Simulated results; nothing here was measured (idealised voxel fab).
Process module heading - voxel ribs on slabs
The cross-section on display is named cut; it measures 195 nm wide, and its cells are 5 nm squares.
Cross-section layout: square cells on a grid; listed as bands, top to bottom; a band spans one or more cell rows.
What a band's entry tells you: where the top is and where the bottom is, as heights in nm, and after that what lies inside, material by material from left to right, each with its width in nm. Empty space is written as the word "air", and a single material marked with the word "all across" occupies the band from edge to edge.
For the purposes of this specification, 0 denotes the height below which the wafer in its as-received condition is composed wholly of one material, and the lowermost band, lacking a lower limit, extends downward without end, as expressed in "z 0 and below".
When a width is written as two numbers, as in "30 to 40", the first number is the width in the top row of cells of the band and the second is the width in its bottom row, and the width changes by the same amount from each row to the next.
"remained unchanged" (step): cross-section cells unchanged, all of them.
What "Listed closed voids" gives you is every empty space of 8 cells or more that is cut off from the top. Each appears as width x height at distance, with the distance taken from the left edge and width, height and distance all in nm.
Where a step's line continues beyond its settings, the continuation is a remark by the simulator itself on that step.
"overlay nm", when on a step's line for a step with a mask, measures how far to the right of its planned place the mask lay; a negative measure means to the left.
Process steps - plan:
1,RECEIVE with material Si
2,DIRECTIONAL_DEP with material SiO2, thk nm 20
3,DIRECTIONAL_DEP with material SiN, thk nm 25
4,MASKED_ETCH with tone cover, mask id RIB, width nm 15, etch materials SiN, depth nm 5, overlay nm 0
5,PATTERN with tone cover, mask id SLAB, material resist, width nm 55, thk nm 15, overlay nm 0
6,DIRECTIONAL_ETCH with etch materials SiN, depth nm 20
7,STRIP with etch materials resist
8,FILL_DEP with material SiO2, thk nm 30
9,CMP with height nm 65
10,DIRECTIONAL_DEP with material W, thk nm 10
11,DIRECTIONAL_DEP with material aC, thk nm 10
12,PATTERN with tone cover, mask id HEATER, material resist, width nm 25, thk nm 25, overlay nm 0
13,DIRECTIONAL_ETCH with etch materials aC, depth nm 10
14,STRIP with etch materials resist
15,DIRECTIONAL_ETCH with etch materials W, depth nm 10
16,STRIP with etch materials aC
17,CONFORMAL_DEP with material SiN, thk nm 10
Run as planned: first of two wafers:
Cross-section of the wafer at receipt, which is the condition after step 1:
- z 0 and below: Si all across
- Listed closed voids: none
Cross-section: wafer state after step 2:
- z 20 to 0: SiO2 all across
- All layers under 0 are left as they were.
Cross-section: wafer state after step 3:
- z 45 to 20: SiN all across
- All layers under 20 are left as they were.
Cross-section: wafer state after step 4:
- z 45 to 40: air=90, then SiN=15, then air=90
- All layers under 40 are left as they were.
Cross-section: wafer state after step 5:
- z 60 to 45: air=70, then resist=55, then air=70
- z 45 to 40: air=70, then resist=20, then SiN=15, then resist=20, then air=70
- All layers under 40 are left as they were.
Cross-section: wafer state after step 6:
- z 60 to 45: air=70, then resist=55, then air=70
- z 45 to 40: air=70, then resist=20, then SiN=15, then resist=20, then air=70
- z 40 to 20: air=70, then SiN=55, then air=70
- All layers under 20 are left as they were.
Cross-section: wafer state after step 7:
- z 45 to 40: air=90, then SiN=15, then air=90
- All layers under 40 are left as they were.
Cross-section: wafer state after step 8:
- z 75 to 45: SiO2 all across
- z 45 to 40: SiO2=90, then SiN=15, then SiO2=90
- z 40 to 20: SiO2=70, then SiN=55, then SiO2=70
- All layers under 20 are left as they were.
Cross-section: wafer state after step 9:
- z 65 to 45: SiO2 all across
- All layers under 45 are left as they were.
Cross-section: wafer state after step 10:
- z 75 to 65: W all across
- All layers under 65 are left as they were.
Cross-section: wafer state after step 11:
- z 85 to 75: aC all across
- All layers under 75 are left as they were.
Cross-section: wafer state after step 12:
- z 110 to 85: air=85, then resist=25, then air=85
- All layers under 85 are left as they were.
Cross-section: wafer state after step 13:
- z 100 to 85: air=85, then resist=25, then air=85
- z 85 to 75: air=85, then aC=25, then air=85
- All layers under 75 are left as they were.
Cross-section: wafer state after step 14:
- z 85 to 75: air=85, then aC=25, then air=85
- All layers under 75 are left as they were.
Cross-section: wafer state after step 15:
- z 85 to 75: air=85, then aC=25, then air=85
- z 75 to 65: air=85, then W=25, then air=85
- All layers under 65 are left as they were.
Cross-section: wafer state after step 16:
- z 75 to 65: air=85, then W=25, then air=85
- All layers under 65 are left as they were.
Cross-section: wafer state after step 17:
- z 85 to 75: air=75, then SiN=45, then air=75
- z 75 to 65: SiN=85, then W=25, then SiN=85
- All layers under 65 are left as they were.
What follows concerns the second wafer, which started out like the first and was meant to follow the very same plan; one mistake crept in when it was run, but everything up to and including step 1 is the same as for the first wafer:
X-section, second wafer, when step 2 was due to finish:
- z 25 to 0: SiN all across
- All layers under 0 are left as they were.
X-section, second wafer, when step 3 was due to finish:
- z 45 to 25: SiO2 all across
- All layers under 25 are left as they were.
X-section, second wafer, when step 4 was due to finish: remained unchanged
X-section, second wafer, when step 5 was due to finish:
- z 60 to 45: air=70, then resist=55, then air=70
- All layers under 45 are left as they were.
X-section, second wafer, when step 6 was due to finish: remained unchanged
X-section, second wafer, when step 7 was due to finish:
- z 45 to 25: SiO2 all across
- All layers under 25 are left as they were.
X-section, second wafer, when step 8 was due to finish:
- z 75 to 25: SiO2 all across
- All layers under 25 are left as they were.
X-section, second wafer, when step 9 was due to finish:
- z 65 to 25: SiO2 all across
- All layers under 25 are left as they were.
X-section, second wafer, when step 10 was due to finish:
- z 75 to 65: W all across
- All layers under 65 are left as they were.
X-section, second wafer, when step 11 was due to finish:
- z 85 to 75: aC all across
- All layers under 75 are left as they were.
X-section, second wafer, when step 12 was due to finish:
- z 110 to 85: air=85, then resist=25, then air=85
- All layers under 85 are left as they were.
X-section, second wafer, when step 13 was due to finish:
- z 100 to 85: air=85, then resist=25, then air=85
- z 85 to 75: air=85, then aC=25, then air=85
- All layers under 75 are left as they were.
X-section, second wafer, when step 14 was due to finish:
- z 85 to 75: air=85, then aC=25, then air=85
- All layers under 75 are left as they were.
X-section, second wafer, when step 15 was due to finish:
- z 85 to 75: air=85, then aC=25, then air=85
- z 75 to 65: air=85, then W=25, then air=85
- All layers under 65 are left as they were.
X-section, second wafer, when step 16 was due to finish:
- z 75 to 65: air=85, then W=25, then air=85
- All layers under 65 are left as they were.
X-section, second wafer, when step 17 was due to finish:
- z 85 to 75: air=75, then SiN=45, then air=75
- z 75 to 65: SiN=85, then W=25, then SiN=85
- All layers under 65 are left as they were.
Misprocessing identified: swap of plan steps 2 and 3 during execution
Heads up, by the end the second wafer has more or fewer cells of some materials compared to the first: 148 more of SiN; 148 fewer of SiO2
